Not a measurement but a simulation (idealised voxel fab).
Process module under the name voxel self aligned contacts
Square cell edge 5 nm, section width 175 nm, ID cut.
If you're reading a cross-section in this doc, picture square cells in a grid; it comes to you as bands, top ones listed first down to the bottom, and a band can be one or more rows of cells. Heights first: top, then bottom, in nm. Then materials, left to right, each with a width in nm. "full width" on a single material: fills the band edge to edge. "air": empty space. For the purposes of this specification, 0 denotes the height below which the wafer in its as-received condition is composed wholly of one material, and the lowermost band, lacking a lower limit, extends downward without end, as expressed in "top 0, no bottom". Width spec "30->40" -> top row of cells at first value, bottom row at second value, equal per-row change in between. Key: "no change occurred" - step with no changed cell in the cross-section. "Sealed internal cavities": sealed empty spaces, 8 cells or more, no open way to top, listed width x height at distance, with distance from the left edge and width, height and distance in nm. Note: text after step settings on the step line = simulator remark on that step. "overlay nm" on a masked step: distance the mask lay right of its planned place, negative for left.

-- Here's what the planned process steps look like
1,RECEIVE with material Si
2,CONFORMAL_DEP with material SiO2, thk nm 5
3,DIRECTIONAL_DEP with material polySi, thk nm 20
4,DIRECTIONAL_DEP with material SiN, thk nm 15
5,MASKED_ETCH with tone cover, mask id GATE, width nm 25, pitch nm 60, etch materials SiN, depth nm 15, overlay nm 0
6,MASKED_ETCH with tone cover, mask id GATE, width nm 25, pitch nm 60, etch materials polySi, depth nm 20, overlay nm 0
7,CONFORMAL_DEP with material SiN, thk nm 5
8,DIRECTIONAL_ETCH with etch materials SiN, depth nm 5
9,FILL_DEP with material SiO2, thk nm 10
10,CMP with height nm 45
11,PATTERN with tone open, mask id CONTACT, material resist, width nm 45, pitch nm 60, thk nm 20, overlay nm 0
12,DIRECTIONAL_ETCH with etch materials SiO2, depth nm 45
13,STRIP with etch materials resist
14,CONFORMAL_DEP with material TiN, thk nm 5
15,FILL_DEP with material Ru, thk nm 5
16,CMP with height nm 45
17,CONFORMAL_DEP with material SiCN, thk nm 5

-- As-received state of the wafer in cross-section, equivalent to post-step 1
top 0, no bottom  Si full width
Sealed internal cavities: none

-- First wafer of two, sectioned at end of module; run went per plan
top 50, bottom 45  SiCN full width
top 45, bottom 40  SiO2=35, then TiN=15, then Ru=15, then TiN=15, then SiO2=15, then TiN=15, then Ru=15, then TiN=15, then SiO2=35
top 40, bottom 25  SiO2=10, then SiN=35, then TiN=5, then Ru=15, then TiN=5, then SiN=35, then TiN=5, then Ru=15, then TiN=5, then SiN=35, then SiO2=10
top 25, bottom 5  SiO2=10, then SiN=5, then polySi=25, then SiN=5, then TiN=5, then Ru=15, then TiN=5, then SiN=5, then polySi=25, then SiN=5, then TiN=5, then Ru=15, then TiN=5, then SiN=5, then polySi=25, then SiN=5, then SiO2=10
top 5, bottom 0  SiO2=45, then TiN=25, then SiO2=35, then TiN=25, then SiO2=45
top 0, no bottom  Si full width
Sealed internal cavities: none

-- Cross-section, wafer two of two, end of module: same start and plan as wafer one, one error in execution
top 50, bottom 45  SiCN full width
top 45, bottom 40  SiO2=35, then TiN=15, then Ru=15, then TiN=15, then SiO2=15, then TiN=15, then Ru=15, then TiN=15, then SiO2=35
top 40, bottom 25  SiO2=10, then SiN=35, then TiN=5, then Ru=15, then TiN=5, then SiN=35, then TiN=5, then Ru=15, then TiN=5, then SiN=35, then SiO2=10
top 25, bottom 15  SiO2=10, then SiN=5, then polySi=25, then SiN=5, then TiN=5, then Ru=15, then TiN=5, then SiN=5, then polySi=25, then SiN=5, then TiN=5, then Ru=15, then TiN=5, then SiN=5, then polySi=25, then SiN=5, then SiO2=10
top 15, bottom 10  SiO2=10, then SiN=5, then polySi=25, then SiN=5, then TiN=25, then SiN=5, then polySi=25, then SiN=5, then TiN=25, then SiN=5, then polySi=25, then SiN=5, then SiO2=10
top 10, bottom 5  SiN=15, then polySi=25, then SiN=35, then polySi=25, then SiN=35, then polySi=25, then SiN=15
top 5, bottom 0  SiO2 full width
top 0, no bottom  Si full width
Sealed internal cavities: none
Run error: the intended sequence of steps 7 and 8 was reversed during processing, with each occupying the position of the other
Final tally in cells, some materials are higher or lower on the second wafer than on the first: Ru -12, SiN +14, SiO2 +6, TiN -8
